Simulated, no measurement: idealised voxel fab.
process module | voxel trench capacitor
cross-section cut | 200 nm wide | cells 5 nm
A cross-section is a grid of square cells, given in bands from the top down. A band is one or more rows of cells.
Each band's line starts with the height of the band's top and of its bottom, in nm. Then come its materials from left to right, each with its width in nm. One material with "throughout" fills the band from edge to edge. "air" is empty space.
Height 0 is the level under which the wafer as received is all one material. The lowest band goes on downwards, as in "0 down".
A width such as "30 to 40" changes by the same amount from each row of cells to the next, from the band's top row to its bottom row.
"no change" after a step means that no cell of the cross-section changed.
closed voids: empty space of 8 cells or more with no open way to the top, each as width x height at its distance from the left edge, in nm
after a step's settings: what the simulator itself notes on the step
overlay nm, on a step with a mask: how far to the right of its planned place the mask lay; to the left if negative
plan
1 op RECEIVE | material Si
2 op CONFORMAL_DEP | material SiN | thk nm 10
3 op DIRECTIONAL_DEP | material aC | thk nm 10
4 op PATTERN | tone open | mask id TRENCH | material resist | width nm 25 | pitch nm 45 | thk nm 30 | overlay nm 0
5 op DIRECTIONAL_ETCH | etch materials aC | depth nm 10
6 op STRIP | etch materials resist
7 op DIRECTIONAL_ETCH | etch materials SiN | depth nm 10
8 op DIRECTIONAL_ETCH | etch materials Si | depth nm 35
9 op STRIP | etch materials aC
10 op CONFORMAL_DEP | material SiO2 | thk nm 5
11 op FILL_DEP | material polySi | thk nm 10
12 op CMP | height nm 10
varied across the wafers: thk nm of step 10. The plan shows the first wafer's value. All wafers start alike
first wafer as received, after step 1
  0 down: Si throughout
  closed voids: none
each wafer at the end: cells of each material gained (+) or lost (-) since it was received, then its closed voids
thk nm 5 | -140 Si | +40 SiN | +84 SiO2 | +96 polySi | closed voids: none
thk nm 10 | -140 Si | +40 SiN | +152 SiO2 | +28 polySi | closed voids: none
thk nm 15 | -140 Si | +40 SiN | +180 SiO2 | closed voids: none
thk nm 20 | -140 Si | +40 SiN | +180 SiO2 | closed voids: none
